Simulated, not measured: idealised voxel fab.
voxel ribs on slabs: a process module
Shown is cross-section cut, with a width of 205 nm and square cells of size 5 nm.
Format of a cross-section: grid, square cells. Given as bands. Order: top down. Band: one or more rows of cells.
The band entry comprises the height of the band's top followed by the height of its bottom, expressed in nm, and subsequently the band's materials from left to right, each stated together with its width in nm. Where a single material is marked with the word "full width", that material fills the band from edge to edge. The word "empty" represents empty space.
For the purposes of this specification, 0 denotes the height below which the wafer in its as-received condition is composed wholly of one material, and the lowermost band, lacking a lower limit, extends downward without end, as expressed in "0 and below".
Think of "30..40" as a width that walks from the first number to the second as you go down the band, top row to bottom row, taking equal-sized steps from row to row.
It should be understood that the words "stayed the same", when stated for a given step, signify that the cross-section underwent no change in any of its cells during that step.
Any empty space of 8 cells or more lacking an open way to the top shows up in "Unvented internal voids" as width x height at distance, distance from the left edge, in nm.
On a step's line, text after the settings is the simulator commenting on that step.
overlay nm: for a step with a mask, the amount by which the mask lay right of where it was planned; a negative amount means left of it.

Process steps - plan:
1. RECEIVE | material Si
2. DIRECTIONAL_DEP | material SiO2 | thk nm 25
3. DIRECTIONAL_DEP | material SiN | thk nm 15
4. DIRECTIONAL_DEP | material aC | thk nm 15
5. PATTERN | tone cover | mask id RIB | material resist | width nm 20 | thk nm 30 | overlay nm 0
6. DIRECTIONAL_ETCH | etch materials aC | depth nm 15
7. STRIP | etch materials resist
8. DIRECTIONAL_ETCH | etch materials SiN | depth nm 5
9. STRIP | etch materials aC
10. MASKED_ETCH | tone cover | mask id SLAB | width nm 80 | etch materials SiN | depth nm 10 | overlay nm 0
11. FILL_DEP | material SiO2 | thk nm 25
12. CMP | height nm 55
13. DIRECTIONAL_DEP | material TiN | thk nm 5
14. PATTERN | tone cover | mask id HEATER | material resist | width nm 30 | thk nm 15 | overlay nm 0
15. DIRECTIONAL_ETCH | etch materials TiN | depth nm 5
16. STRIP | etch materials resist
17. CONFORMAL_DEP | material SiO2 | thk nm 10

Delivered wafer in cross-section: state after step 1:
	0 and below = Si full width
	Unvented internal voids: none

Cross-section: first of two wafers, module finished, run according to plan:
	70 down to 65 = 75 empty  50 SiO2  80 empty
	65 down to 60 = SiO2 full width
	60 down to 55 = 85 SiO2  30 TiN  90 SiO2
	55 down to 40 = SiO2 full width
	40 down to 35 = 90 SiO2  20 SiN  95 SiO2
	35 down to 25 = 60 SiO2  80 SiN  65 SiO2
	25 down to 0 = SiO2 full width
	0 and below = Si full width
	Unvented internal voids: none

Cross-section, second wafer: same start as the first, same plan as the first, one mistake in running it; taken at the end of the module:
	70 down to 65 = 75 empty  50 SiO2  80 empty
	65 down to 60 = SiO2 full width
	60 down to 55 = 85 SiO2  30 TiN  90 SiO2
	55 down to 40 = SiO2 full width
	40 down to 35 = 85 SiO2  20 SiN  100 SiO2
	35 down to 25 = 60 SiO2  80 SiN  65 SiO2
	25 down to 0 = SiO2 full width
	0 and below = Si full width
	Unvented internal voids: none
What went wrong in running the wafer? step 5, actual vs plan mismatch, actual run PATTERN | tone cover | mask id RIB | material resist | width nm 20 | thk nm 30 | overlay nm -5
Tallied in cells, the final second wafer holds each material in the same quantity as the first, although not at the same places.
